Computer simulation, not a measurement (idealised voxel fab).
The process module that follows is named voxel self aligned vias.
For reference, the cross-section in this document is cut, with width 255 nm and square cells of 5 nm.
This document writes a cross-section as a grid whose cells are square, and gives it as bands, listed from the top down; one or more rows of cells form a band. Heights first: top, then bottom, in nm. Then materials, left to right, each with a width in nm. "full width" on a single material: fills the band edge to edge. "blank": empty space. Where do heights start? At 0: under that level the wafer as delivered is made of one material only. And the lowest band has no floor; it just carries on downward, as in "0 down". The width entry "30 to 40" should be interpreted row by row: the top row of cells in the band takes the first number, the bottom row takes the second number, and the change between adjacent rows is uniform throughout. "nothing changed" (step): cross-section cells unchanged, all of them. "Enclosed void inventory" specifies each empty space that is not open to the top and that occupies no fewer than 8 cells, using the form width x height at distance, the distance measured from the left edge and all three quantities in nm. Step line, after settings: the simulator's comment on this step. overlay nm: for a step with a mask, the amount by which the mask lay right of where it was planned; a negative amount means left of it.

**Below is the list of planned process steps**
1,RECEIVE [material Si]
2,CONFORMAL_DEP [material SiO2] [thk nm 10]
3,CONFORMAL_DEP [material SiCN] [thk nm 5]
4,DIRECTIONAL_DEP [material SiO2] [thk nm 25]
5,DIRECTIONAL_DEP [material aC] [thk nm 15]
6,PATTERN [tone open] [mask id LINES] [material resist] [width nm 25] [pitch nm 75] [thk nm 30] [overlay nm 0]
7,DIRECTIONAL_ETCH [etch materials aC] [depth nm 15]
8,STRIP [etch materials resist]
9,DIRECTIONAL_ETCH [etch materials SiO2] [depth nm 25]
10,STRIP [etch materials aC]
11,CONFORMAL_DEP [material TiN] [thk nm 5]
12,FILL_DEP [material Ru] [thk nm 5]
13,CMP [height nm 40]
14,SELECTIVE_ETCH [etch materials W Ru TiN] [depth nm 10]
15,FILL_DEP [material SiN] [thk nm 5]
16,CMP [height nm 40]
17,DIRECTIONAL_DEP [material SiO2] [thk nm 15]
18,PATTERN [tone open] [mask id VIAS] [material resist] [width nm 45] [pitch nm 150] [thk nm 15] [overlay nm 0]
19,DIRECTIONAL_ETCH [etch materials SiO2] [depth nm 15]
20,DIRECTIONAL_ETCH [etch materials SiN] [depth nm 10]
21,STRIP [etch materials resist]
22,CONFORMAL_DEP [material TiN] [thk nm 5]
23,FILL_DEP [material Cu] [thk nm 10]
24,CMP [height nm 55]
25,CONFORMAL_DEP [material SiN] [thk nm 5]

**Account of the first of two wafers, which was processed as intended**

**Step 1 complete: cross-section of the wafer as received**
	0 down  Si full width
	Enclosed void inventory: none

**Presented here is a cross-section of the wafer after step 2 has been performed**
	10 to 0  SiO2 full width
	Everything below 0 is unchanged.

**Presented here is a cross-section of the wafer after step 3 has been performed**
	15 to 10  SiCN full width
	Everything below 10 is unchanged.

**Presented here is a cross-section of the wafer after step 4 has been performed**
	40 to 15  SiO2 full width
	Everything below 15 is unchanged.

**Presented here is a cross-section of the wafer after step 5 has been performed**
	55 to 40  aC full width
	Everything below 40 is unchanged.

**Presented here is a cross-section of the wafer after step 6 has been performed**
	85 to 55  40 resist, then 25 blank, then 50 resist, then 25 blank, then 50 resist, then 25 blank, then 40 resist
	Everything below 55 is unchanged.

**Presented here is a cross-section of the wafer after step 7 has been performed**
	70 to 55  40 resist, then 25 blank, then 50 resist, then 25 blank, then 50 resist, then 25 blank, then 40 resist
	55 to 40  40 aC, then 25 blank, then 50 aC, then 25 blank, then 50 aC, then 25 blank, then 40 aC
	Everything below 40 is unchanged.

**Presented here is a cross-section of the wafer after step 8 has been performed**
	55 to 40  40 aC, then 25 blank, then 50 aC, then 25 blank, then 50 aC, then 25 blank, then 40 aC
	Everything below 40 is unchanged.

**Presented here is a cross-section of the wafer after step 9 has been performed**
	55 to 40  40 aC, then 25 blank, then 50 aC, then 25 blank, then 50 aC, then 25 blank, then 40 aC
	40 to 15  40 SiO2, then 25 blank, then 50 SiO2, then 25 blank, then 50 SiO2, then 25 blank, then 40 SiO2
	Everything below 15 is unchanged.

**Presented here is a cross-section of the wafer after step 10 has been performed**
	40 to 15  40 SiO2, then 25 blank, then 50 SiO2, then 25 blank, then 50 SiO2, then 25 blank, then 40 SiO2
	Everything below 15 is unchanged.

**Presented here is a cross-section of the wafer after step 11 has been performed**
	45 to 40  45 TiN, then 15 blank, then 60 TiN, then 15 blank, then 60 TiN, then 15 blank, then 45 TiN
	40 to 20  40 SiO2, then 5 TiN, then 15 blank, then 5 TiN, then 50 SiO2, then 5 TiN, then 15 blank, then 5 TiN, then 50 SiO2, then 5 TiN, then 15 blank, then 5 TiN, then 40 SiO2
	20 to 15  40 SiO2, then 25 TiN, then 50 SiO2, then 25 TiN, then 50 SiO2, then 25 TiN, then 40 SiO2
	Everything below 15 is unchanged.

**Presented here is a cross-section of the wafer after step 12 has been performed**
	50 to 45  Ru full width
	45 to 40  45 TiN, then 15 Ru, then 60 TiN, then 15 Ru, then 60 TiN, then 15 Ru, then 45 TiN
	40 to 20  40 SiO2, then 5 TiN, then 15 Ru, then 5 TiN, then 50 SiO2, then 5 TiN, then 15 Ru, then 5 TiN, then 50 SiO2, then 5 TiN, then 15 Ru, then 5 TiN, then 40 SiO2
	Everything below 20 is unchanged.

**Presented here is a cross-section of the wafer after step 13 has been performed**
	40 to 20  40 SiO2, then 5 TiN, then 15 Ru, then 5 TiN, then 50 SiO2, then 5 TiN, then 15 Ru, then 5 TiN, then 50 SiO2, then 5 TiN, then 15 Ru, then 5 TiN, then 40 SiO2
	Everything below 20 is unchanged.

**Presented here is a cross-section of the wafer after step 14 has been performed**
	40 to 30  40 SiO2, then 25 blank, then 50 SiO2, then 25 blank, then 50 SiO2, then 25 blank, then 40 SiO2
	Everything below 30 is unchanged.

**Presented here is a cross-section of the wafer after step 15 has been performed**
	45 to 40  SiN full width
	40 to 30  40 SiO2, then 25 SiN, then 50 SiO2, then 25 SiN, then 50 SiO2, then 25 SiN, then 40 SiO2
	Everything below 30 is unchanged.

**Presented here is a cross-section of the wafer after step 16 has been performed**
	40 to 30  40 SiO2, then 25 SiN, then 50 SiO2, then 25 SiN, then 50 SiO2, then 25 SiN, then 40 SiO2
	Everything below 30 is unchanged.

**Presented here is a cross-section of the wafer after step 17 has been performed**
	55 to 40  SiO2 full width
	Everything below 40 is unchanged.

**Presented here is a cross-section of the wafer after step 18 has been performed**
	70 to 55  30 resist, then 45 blank, then 105 resist, then 45 blank, then 30 resist
	Everything below 55 is unchanged.

**Presented here is a cross-section of the wafer after step 19 has been performed**
	70 to 55  30 resist, then 45 blank, then 105 resist, then 45 blank, then 30 resist
	55 to 40  30 SiO2, then 45 blank, then 105 SiO2, then 45 blank, then 30 SiO2
	Everything below 40 is unchanged.

**Presented here is a cross-section of the wafer after step 20 has been performed**
	70 to 55  30 resist, then 45 blank, then 105 resist, then 45 blank, then 30 resist
	55 to 40  30 SiO2, then 45 blank, then 105 SiO2, then 45 blank, then 30 SiO2
	40 to 30  40 SiO2, then 25 blank, then 50 SiO2, then 25 SiN, then 50 SiO2, then 25 blank, then 40 SiO2
	Everything below 30 is unchanged.

**Presented here is a cross-section of the wafer after step 21 has been performed**
	55 to 40  30 SiO2, then 45 blank, then 105 SiO2, then 45 blank, then 30 SiO2
	Everything below 40 is unchanged.

**Presented here is a cross-section of the wafer after step 22 has been performed**
	60 to 55  35 TiN, then 35 blank, then 115 TiN, then 35 blank, then 35 TiN
	55 to 45  30 SiO2, then 5 TiN, then 35 blank, then 5 TiN, then 105 SiO2, then 5 TiN, then 35 blank, then 5 TiN, then 30 SiO2
	45 to 40  30 SiO2, then 15 TiN, then 15 blank, then 15 TiN, then 105 SiO2, then 15 TiN, then 15 blank, then 15 TiN, then 30 SiO2
	40 to 35  40 SiO2, then 5 TiN, then 15 blank, then 5 TiN, then 50 SiO2, then 25 SiN, then 50 SiO2, then 5 TiN, then 15 blank, then 5 TiN, then 40 SiO2
	35 to 30  40 SiO2, then 25 TiN, then 50 SiO2, then 25 SiN, then 50 SiO2, then 25 TiN, then 40 SiO2
	Everything below 30 is unchanged.

**Presented here is a cross-section of the wafer after step 23 has been performed**
	70 to 60  Cu full width
	60 to 55  35 TiN, then 35 Cu, then 115 TiN, then 35 Cu, then 35 TiN
	55 to 45  30 SiO2, then 5 TiN, then 35 Cu, then 5 TiN, then 105 SiO2, then 5 TiN, then 35 Cu, then 5 TiN, then 30 SiO2
	45 to 40  30 SiO2, then 15 TiN, then 15 Cu, then 15 TiN, then 105 SiO2, then 15 TiN, then 15 Cu, then 15 TiN, then 30 SiO2
	40 to 35  40 SiO2, then 5 TiN, then 15 Cu, then 5 TiN, then 50 SiO2, then 25 SiN, then 50 SiO2, then 5 TiN, then 15 Cu, then 5 TiN, then 40 SiO2
	Everything below 35 is unchanged.

**Presented here is a cross-section of the wafer after step 24 has been performed**
	55 to 45  30 SiO2, then 5 TiN, then 35 Cu, then 5 TiN, then 105 SiO2, then 5 TiN, then 35 Cu, then 5 TiN, then 30 SiO2
	Everything below 45 is unchanged.

**Presented here is a cross-section of the wafer after step 25 has been performed**
	60 to 55  SiN full width
	Everything below 55 is unchanged.

**Regarding the second of the two wafers: it shared the first wafer's starting condition and process plan, yet one error occurred during its execution. Its history coincides with that of the first wafer up to and including step 2**

Here is the second wafer in cross-section at the point where step 3 of the plan should have been done: nothing changed

**Here is the second wafer in cross-section at the point where step 4 of the plan should have been done**
	35 to 0  SiO2 full width
	Everything below 0 is unchanged.

**Here is the second wafer in cross-section at the point where step 5 of the plan should have been done**
	50 to 35  aC full width
	Everything below 35 is unchanged.

**Here is the second wafer in cross-section at the point where step 6 of the plan should have been done**
	80 to 50  40 resist, then 25 blank, then 50 resist, then 25 blank, then 50 resist, then 25 blank, then 40 resist
	Everything below 50 is unchanged.

**Here is the second wafer in cross-section at the point where step 7 of the plan should have been done**
	65 to 50  40 resist, then 25 blank, then 50 resist, then 25 blank, then 50 resist, then 25 blank, then 40 resist
	50 to 35  40 aC, then 25 blank, then 50 aC, then 25 blank, then 50 aC, then 25 blank, then 40 aC
	Everything below 35 is unchanged.

**Here is the second wafer in cross-section at the point where step 8 of the plan should have been done**
	50 to 35  40 aC, then 25 blank, then 50 aC, then 25 blank, then 50 aC, then 25 blank, then 40 aC
	Everything below 35 is unchanged.

**Here is the second wafer in cross-section at the point where step 9 of the plan should have been done**
	50 to 35  40 aC, then 25 blank, then 50 aC, then 25 blank, then 50 aC, then 25 blank, then 40 aC
	35 to 10  40 SiO2, then 25 blank, then 50 SiO2, then 25 blank, then 50 SiO2, then 25 blank, then 40 SiO2
	Everything below 10 is unchanged.

**Here is the second wafer in cross-section at the point where step 10 of the plan should have been done**
	35 to 10  40 SiO2, then 25 blank, then 50 SiO2, then 25 blank, then 50 SiO2, then 25 blank, then 40 SiO2
	Everything below 10 is unchanged.

**Here is the second wafer in cross-section at the point where step 11 of the plan should have been done**
	40 to 35  45 TiN, then 15 blank, then 60 TiN, then 15 blank, then 60 TiN, then 15 blank, then 45 TiN
	35 to 15  40 SiO2, then 5 TiN, then 15 blank, then 5 TiN, then 50 SiO2, then 5 TiN, then 15 blank, then 5 TiN, then 50 SiO2, then 5 TiN, then 15 blank, then 5 TiN, then 40 SiO2
	15 to 10  40 SiO2, then 25 TiN, then 50 SiO2, then 25 TiN, then 50 SiO2, then 25 TiN, then 40 SiO2
	Everything below 10 is unchanged.

**Here is the second wafer in cross-section at the point where step 12 of the plan should have been done**
	45 to 40  Ru full width
	40 to 35  45 TiN, then 15 Ru, then 60 TiN, then 15 Ru, then 60 TiN, then 15 Ru, then 45 TiN
	35 to 15  40 SiO2, then 5 TiN, then 15 Ru, then 5 TiN, then 50 SiO2, then 5 TiN, then 15 Ru, then 5 TiN, then 50 SiO2, then 5 TiN, then 15 Ru, then 5 TiN, then 40 SiO2
	Everything below 15 is unchanged.

**Here is the second wafer in cross-section at the point where step 13 of the plan should have been done**
	40 to 35  45 TiN, then 15 Ru, then 60 TiN, then 15 Ru, then 60 TiN, then 15 Ru, then 45 TiN
	Everything below 35 is unchanged.

**Here is the second wafer in cross-section at the point where step 14 of the plan should have been done**
	35 to 30  40 SiO2, then 25 blank, then 50 SiO2, then 25 blank, then 50 SiO2, then 25 blank, then 40 SiO2
	Everything below 30 is unchanged.

**Here is the second wafer in cross-section at the point where step 15 of the plan should have been done**
	40 to 35  SiN full width
	35 to 30  40 SiO2, then 25 SiN, then 50 SiO2, then 25 SiN, then 50 SiO2, then 25 SiN, then 40 SiO2
	Everything below 30 is unchanged.

Here is the second wafer in cross-section at the point where step 16 of the plan should have been done: nothing changed

**Here is the second wafer in cross-section at the point where step 17 of the plan should have been done**
	55 to 40  SiO2 full width
	Everything below 40 is unchanged.

**Here is the second wafer in cross-section at the point where step 18 of the plan should have been done**
	70 to 55  30 resist, then 45 blank, then 105 resist, then 45 blank, then 30 resist
	Everything below 55 is unchanged.

**Here is the second wafer in cross-section at the point where step 19 of the plan should have been done**
	70 to 55  30 resist, then 45 blank, then 105 resist, then 45 blank, then 30 resist
	55 to 40  30 SiO2, then 45 blank, then 105 SiO2, then 45 blank, then 30 SiO2
	Everything below 40 is unchanged.

**Here is the second wafer in cross-section at the point where step 20 of the plan should have been done**
	70 to 55  30 resist, then 45 blank, then 105 resist, then 45 blank, then 30 resist
	55 to 40  30 SiO2, then 45 blank, then 105 SiO2, then 45 blank, then 30 SiO2
	40 to 35  30 SiN, then 45 blank, then 105 SiN, then 45 blank, then 30 SiN
	35 to 30  40 SiO2, then 25 blank, then 50 SiO2, then 25 SiN, then 50 SiO2, then 25 blank, then 40 SiO2
	Everything below 30 is unchanged.

**Here is the second wafer in cross-section at the point where step 21 of the plan should have been done**
	55 to 40  30 SiO2, then 45 blank, then 105 SiO2, then 45 blank, then 30 SiO2
	Everything below 40 is unchanged.

**Here is the second wafer in cross-section at the point where step 22 of the plan should have been done**
	60 to 55  35 TiN, then 35 blank, then 115 TiN, then 35 blank, then 35 TiN
	55 to 40  30 SiO2, then 5 TiN, then 35 blank, then 5 TiN, then 105 SiO2, then 5 TiN, then 35 blank, then 5 TiN, then 30 SiO2
	40 to 35  30 SiN, then 15 TiN, then 15 blank, then 15 TiN, then 105 SiN, then 15 TiN, then 15 blank, then 15 TiN, then 30 SiN
	35 to 30  40 SiO2, then 25 TiN, then 50 SiO2, then 25 SiN, then 50 SiO2, then 25 TiN, then 40 SiO2
	Everything below 30 is unchanged.

**Here is the second wafer in cross-section at the point where step 23 of the plan should have been done**
	70 to 60  Cu full width
	60 to 55  35 TiN, then 35 Cu, then 115 TiN, then 35 Cu, then 35 TiN
	55 to 40  30 SiO2, then 5 TiN, then 35 Cu, then 5 TiN, then 105 SiO2, then 5 TiN, then 35 Cu, then 5 TiN, then 30 SiO2
	40 to 35  30 SiN, then 15 TiN, then 15 Cu, then 15 TiN, then 105 SiN, then 15 TiN, then 15 Cu, then 15 TiN, then 30 SiN
	Everything below 35 is unchanged.

**Here is the second wafer in cross-section at the point where step 24 of the plan should have been done**
	55 to 40  30 SiO2, then 5 TiN, then 35 Cu, then 5 TiN, then 105 SiO2, then 5 TiN, then 35 Cu, then 5 TiN, then 30 SiO2
	Everything below 40 is unchanged.

**Here is the second wafer in cross-section at the point where step 25 of the plan should have been done**
	60 to 55  SiN full width
	Everything below 55 is unchanged.
Where did the run depart from the plan? step 3 was left out
Cell-count delta at end, second wafer over first, by material: +8 Cu | +9 Ru | -51 SiCN | +28 SiN | +6 TiN
